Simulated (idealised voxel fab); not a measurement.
The name of this process module is voxel capacitor over wiring.
245 nm wide, 5 nm square cells: that's cross-section cut.
This document writes a cross-section as a grid whose cells are square, and gives it as bands, listed from the top down; one or more rows of cells form a band.
Per band: top height and bottom height in nm, followed by the left-to-right materials and their widths in nm; "all across" marks a single material spanning edge to edge, "blank" marks empty space.
Convention: height 0 is the level below which the wafer, as received, is all one material. The lowest band does not terminate at the bottom but continues downward, represented as "0 -> down".
A two-number width, for instance "30..40", indicates that the width is equal to the first number in the top row of the band and to the second number in the bottom row, and that it changes by a constant amount per row of cells.
When a step is marked "remained unchanged", none of the cells in the cross-section changed during that step.
In the "Closed void register" entry, you get each enclosed empty space of 8 cells or more, one with no open way to the top, written width x height at distance, distance from the left edge, in nm.
On each step's line, the part that comes after the settings is the simulator's own comment on the step.
The line of a step may include "overlay nm". On a step with a mask, this value is how far to the right of its planned place the mask lay. A negative value means the mask lay to the left.

Process steps (planned)
1: RECEIVE with material Si
2: CONFORMAL_DEP with material SiO2, thk nm 10
3: CONFORMAL_DEP with material SiN, thk nm 5
4: DIRECTIONAL_DEP with material SiO2, thk nm 15
5: PATTERN with tone open, mask id METAL_1, material resist, width nm 30, pitch nm 95, thk nm 20, overlay nm 0
6: DIRECTIONAL_ETCH with etch materials SiO2, depth nm 15
7: DIRECTIONAL_ETCH with etch materials SiN, depth nm 5
8: STRIP with etch materials resist
9: CONFORMAL_DEP with material TiN, thk nm 5
10: FILL_DEP with material W, thk nm 5
11: CMP with height nm 25
12: EPI with material Ru, thk nm 5
13: FILL_DEP with material SiCN, thk nm 5
14: DIRECTIONAL_DEP with material lowk, thk nm 20
15: DIRECTIONAL_DEP with material aC, thk nm 10
16: PATTERN with tone open, mask id PLUG_1, material resist, width nm 15, thk nm 30, overlay nm 0
17: DIRECTIONAL_ETCH with etch materials aC, depth nm 10
18: STRIP with etch materials resist
19: DIRECTIONAL_ETCH with etch materials lowk, depth nm 20
20: DIRECTIONAL_ETCH with etch materials SiCN, depth nm 5
21: STRIP with etch materials aC
22: EPI with material Ru, thk nm 10
23: EPI with material Ru, thk nm 10
24: EPI with material Ru, thk nm 5
25: DIRECTIONAL_DEP with material TiN, thk nm 5
26: DIRECTIONAL_DEP with material Al2O3, thk nm 5
27: DIRECTIONAL_DEP with material TiN, thk nm 5
28: PATTERN with tone cover, mask id UPPER_PLATE, material resist, width nm 70, thk nm 20, overlay nm 0
29: DIRECTIONAL_ETCH with etch materials TiN, depth nm 5
30: DIRECTIONAL_ETCH with etch materials Al2O3, depth nm 5
31: STRIP with etch materials resist
32: DIRECTIONAL_DEP with material aC, thk nm 10
33: PATTERN with tone cover, mask id LOWER_PLATE, material resist, width nm 80, thk nm 30, overlay nm 0
34: DIRECTIONAL_ETCH with etch materials aC, depth nm 10
35: STRIP with etch materials resist
36: DIRECTIONAL_ETCH with etch materials TiN, depth nm 5
37: STRIP with etch materials aC
38: FILL_DEP with material SiO2, thk nm 15
39: CMP with height nm 85
40: PATTERN with tone open, mask id PLUG_2, material resist, width nm 15, thk nm 15, overlay nm 0
41: DIRECTIONAL_ETCH with etch materials SiO2, depth nm 10
42: STRIP with etch materials resist
43: CONFORMAL_DEP with material TiN, thk nm 5
44: FILL_DEP with material Cu, thk nm 5
45: CMP with height nm 85
46: CONFORMAL_DEP with material SiCN, thk nm 5
Where the wafers of this document differ is in the height nm of step 11; they start out the same, and the plan states the value that applied to the first wafer.

Received wafers, first of several: cross-section after step 1
	0 -> down = Si all across
	Closed void register: none

Cross-sectional representation of the first of several wafers at the end of the module, i.e. after its terminal step, step 46
	90 -> 85 = SiCN all across
	85 -> 80 = 85 of SiO2; 5 of TiN; 5 of Cu; 5 of TiN; 145 of SiO2
	80 -> 75 = 85 of SiO2; 15 of TiN; 145 of SiO2
	75 -> 70 = SiO2 all across
	70 -> 65 = 75 of SiO2; 70 of TiN; 100 of SiO2
	65 -> 60 = 75 of SiO2; 70 of Al2O3; 100 of SiO2
	60 -> 55 = 70 of SiO2; 80 of TiN; 95 of SiO2
	55 -> 35 = 75 of lowk; 15 of Ru; 155 of lowk
	35 -> 30 = 75 of SiCN; 15 of Ru; 155 of SiCN
	30 -> 25 = 55 of SiCN; 40 of Ru; 55 of SiCN; 40 of Ru; 55 of SiCN
	25 -> 15 = 60 of SiO2; 5 of TiN; 20 of W; 5 of TiN; 65 of SiO2; 5 of TiN; 20 of W; 5 of TiN; 60 of SiO2
	15 -> 10 = 60 of SiN; 30 of TiN; 65 of SiN; 30 of TiN; 60 of SiN
	10 -> 0 = SiO2 all across
	0 -> down = Si all across
	Closed void register: none

Of the several wafers, the last: cross-section at the end of the module
	90 -> 85 = SiCN all across
	85 -> 80 = 75 of SiO2; 70 of TiN; 100 of SiO2
	80 -> 75 = 75 of SiO2; 70 of Al2O3; 100 of SiO2
	75 -> 70 = 70 of SiO2; 80 of TiN; 95 of SiO2
	70 -> 50 = 75 of lowk; 15 of Ru; 155 of lowk
	50 -> 45 = 75 of SiCN; 15 of Ru; 155 of SiCN
	45 -> 40 = Ru all across
	40 -> 35 = W all across
	35 -> 30 = 65 of TiN; 20 of W; 75 of TiN; 20 of W; 65 of TiN
	30 -> 15 = 60 of SiO2; 5 of TiN; 20 of W; 5 of TiN; 65 of SiO2; 5 of TiN; 20 of W; 5 of TiN; 60 of SiO2
	15 -> 10 = 60 of SiN; 30 of TiN; 65 of SiN; 30 of TiN; 60 of SiN
	10 -> 0 = SiO2 all across
	0 -> down = Si all across
	Closed void register: none

The table below has one row for each wafer; a row shows, as of the end of the module, how many cells of each material the wafer has gained, marked (+), or lost, marked (-), since it was received, and then the wafer's closed voids
height nm 25 | +14 Al2O3 | +1 Cu | +31 Ru | +128 SiCN | +37 SiN | +416 SiO2 | +55 TiN | +16 W | +184 lowk | Closed void register: none
height nm 30 | +14 Al2O3 | +1 Cu | +31 Ru | +128 SiCN | +37 SiN | +404 SiO2 | +59 TiN | +24 W | +184 lowk | Closed void register: none
height nm 35 | +14 Al2O3 | +64 Ru | +95 SiCN | +37 SiN | +358 SiO2 | +98 TiN | +32 W | +184 lowk | Closed void register: none
height nm 40 | +14 Al2O3 | +64 Ru | +95 SiCN | +37 SiN | +312 SiO2 | +95 TiN | +81 W | +184 lowk | Closed void register: none
